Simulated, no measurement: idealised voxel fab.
process module | voxel air gaps
cross-section cut | 210 nm wide | cells 5 nm
A cross-section is a grid of square cells, given in bands from the top down. A band is one or more rows of cells.
Each band's line starts with the height of the band's top and of its bottom, in nm. Then come its materials from left to right, each with its width in nm. One material with "throughout" fills the band from edge to edge. "air" is empty space.
Height 0 is the level under which the wafer as received is all one material. The lowest band goes on downwards, as in "0 down".
A width such as "30 to 40" changes by the same amount from each row of cells to the next, from the band's top row to its bottom row.
"no change" after a step means that no cell of the cross-section changed.
closed voids: empty space of 8 cells or more with no open way to the top, each as width x height at its distance from the left edge, in nm
after a step's settings: what the simulator itself notes on the step
overlay nm, on a step with a mask: how far to the right of its planned place the mask lay; to the left if negative
plan
1 op RECEIVE | material Si
2 op CONFORMAL_DEP | material SiO2 | thk nm 15
3 op CONFORMAL_DEP | material SiN | thk nm 5
4 op DIRECTIONAL_DEP | material SiO2 | thk nm 40
5 op PATTERN | tone open | mask id LINES | material resist | width nm 15 | pitch nm 45 | thk nm 20 | overlay nm 0
6 op DIRECTIONAL_ETCH | etch materials SiO2 | depth nm 40
7 op STRIP | etch materials resist
8 op CONFORMAL_DEP | material TiN | thk nm 5
9 op FILL_DEP | material W | thk nm 5
10 op CMP | height nm 60
11 op EPI | material Ru | thk nm 10
12 op SELECTIVE_ETCH | etch materials SiO2 | depth nm 50
13 op CONFORMAL_DEP | material SiN | thk nm 5
as received, after step 1
  0 down: Si throughout
  closed voids: none
a wafer at the end: this start, this plan, one mistake
  85 to 70: air 5 | SiN 200 | air 5
  70 to 60: air 5 | SiN 15 | Ru 35 | SiN 10 | Ru 35 | SiN 10 | Ru 35 | SiN 10 | Ru 35 | SiN 15 | air 5
  60 to 55: air 5 | SiN 25 | TiN 5 | W 5 | TiN 5 | SiN 30 | TiN 5 | W 5 | TiN 5 | SiN 30 | TiN 5 | W 5 | TiN 5 | SiN 30 | TiN 5 | W 5 | TiN 5 | SiN 25 | air 5
  55 to 45: air 5 | SiN 25 | TiN 5 | W 5 | TiN 5 | SiN 5 | air 20 | SiN 5 | TiN 5 | W 5 | TiN 5 | SiN 5 | air 20 | SiN 5 | TiN 5 | W 5 | TiN 5 | SiN 5 | air 20 | SiN 5 | TiN 5 | W 5 | TiN 5 | SiN 25 | air 5
  45 to 35: air 15 | SiN 15 | TiN 5 | W 5 | TiN 5 | SiN 5 | air 20 | SiN 5 | TiN 5 | W 5 | TiN 5 | SiN 5 | air 20 | SiN 5 | TiN 5 | W 5 | TiN 5 | SiN 5 | air 20 | SiN 5 | TiN 5 | W 5 | TiN 5 | SiN 15 | air 15
  35 to 25: SiN 30 | TiN 5 | W 5 | TiN 5 | SiN 5 | air 20 | SiN 5 | TiN 5 | W 5 | TiN 5 | SiN 5 | air 20 | SiN 5 | TiN 5 | W 5 | TiN 5 | SiN 5 | air 20 | SiN 5 | TiN 5 | W 5 | TiN 5 | SiN 30
  25 to 20: SiN 30 | TiN 15 | SiN 30 | TiN 15 | SiN 30 | TiN 15 | SiN 30 | TiN 15 | SiN 30
  20 to 15: SiN throughout
  15 to 0: SiO2 throughout
  0 down: Si throughout
  closed voids: 20 x 30 at 50; 20 x 30 at 95; 20 x 30 at 140
what went wrong: step 13 ran as: op CONFORMAL_DEP | material SiN | thk nm 15
